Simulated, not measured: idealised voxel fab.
Herein follows the process module entitled voxel lift off.
The width of the displayed cross-section, cut, is 270 nm; its cells are square, with a size of 5 nm.
Reading order for cross-sections: top band down to bottom band. Underlying form: a grid of square cells. Band size: one or more rows of cells. Heights first: top, then bottom, in nm. Then materials, left to right, each with a width in nm. "edge to edge" on a single material: fills the band edge to edge. "blank": empty space. We count height from 0. Below that, the starting wafer is all one material. The lowest band never ends at the bottom but goes on down; see "0 nm and below" for how that is written. Quick explanation for "30..40": the width changes in equal steps down the rows of cells, from the first number in the band's top row to the second number in its bottom row. When a step is marked "all unchanged", none of the cells in the cross-section changed during that step. "Enclosed void listing" contains a list of empty spaces, each no smaller than 8 cells and without an open way to the top, written in the form width x height at distance with the distance from the left edge and all three in nm. after a step's settings: what the simulator itself notes on the step. The setting "overlay nm" may be written on the line of a step. When the step uses a mask, the value reports how far to the right of the planned place the mask lay, and a negative value reports that it lay to the left.

Intended process steps
- 1: RECEIVE (material Si)
- 2: CONFORMAL_DEP (material SiO2; thk nm 5)
- 3: PATTERN (tone open; mask id LINES; material resist; width nm 15; pitch nm 45; thk nm 30; overlay nm 0)
- 4: DIRECTIONAL_DEP (material Ru; thk nm 15)
- 5: STRIP (etch materials resist)
- 6: CONFORMAL_DEP (material SiCN; thk nm 5)

The cross-section here shows the wafer as received, i.e. in its state after step 1
* 0 nm and below | Si edge to edge
* Enclosed void listing: none

The first of two wafers, cross-sectioned at the end of the module, with the run proceeding as planned
* 25 nm to 20 nm | 75 blank / 25 SiCN / 20 blank / 25 SiCN / 20 blank / 25 SiCN / 80 blank
* 20 nm to 10 nm | 75 blank / 5 SiCN / 15 Ru / 5 SiCN / 20 blank / 5 SiCN / 15 Ru / 5 SiCN / 20 blank / 5 SiCN / 15 Ru / 5 SiCN / 80 blank
* 10 nm to 5 nm | 80 SiCN / 15 Ru / 30 SiCN / 15 Ru / 30 SiCN / 15 Ru / 85 SiCN
* 5 nm to 0 nm | SiO2 edge to edge
* 0 nm and below | Si edge to edge
* Enclosed void listing: none

End-of-module cross-section of the second wafer: identical starting point and process plan to the first, with one processing mistake
* 20 nm to 15 nm | 75 blank / 25 SiCN / 20 blank / 25 SiCN / 20 blank / 25 SiCN / 80 blank
* 15 nm to 5 nm | 75 blank / 5 SiCN / 15 Ru / 5 SiCN / 20 blank / 5 SiCN / 15 Ru / 5 SiCN / 20 blank / 5 SiCN / 15 Ru / 5 SiCN / 80 blank
* 5 nm to 0 nm | 80 SiCN / 15 Ru / 30 SiCN / 15 Ru / 30 SiCN / 15 Ru / 85 SiCN
* 0 nm and below | Si edge to edge
* Enclosed void listing: none
Misprocessing identified: step 2 of the plan was omitted and not executed
In the final state, the cell counts of the second wafer exceed or fall short of those of the first for the following materials: -54 SiO2
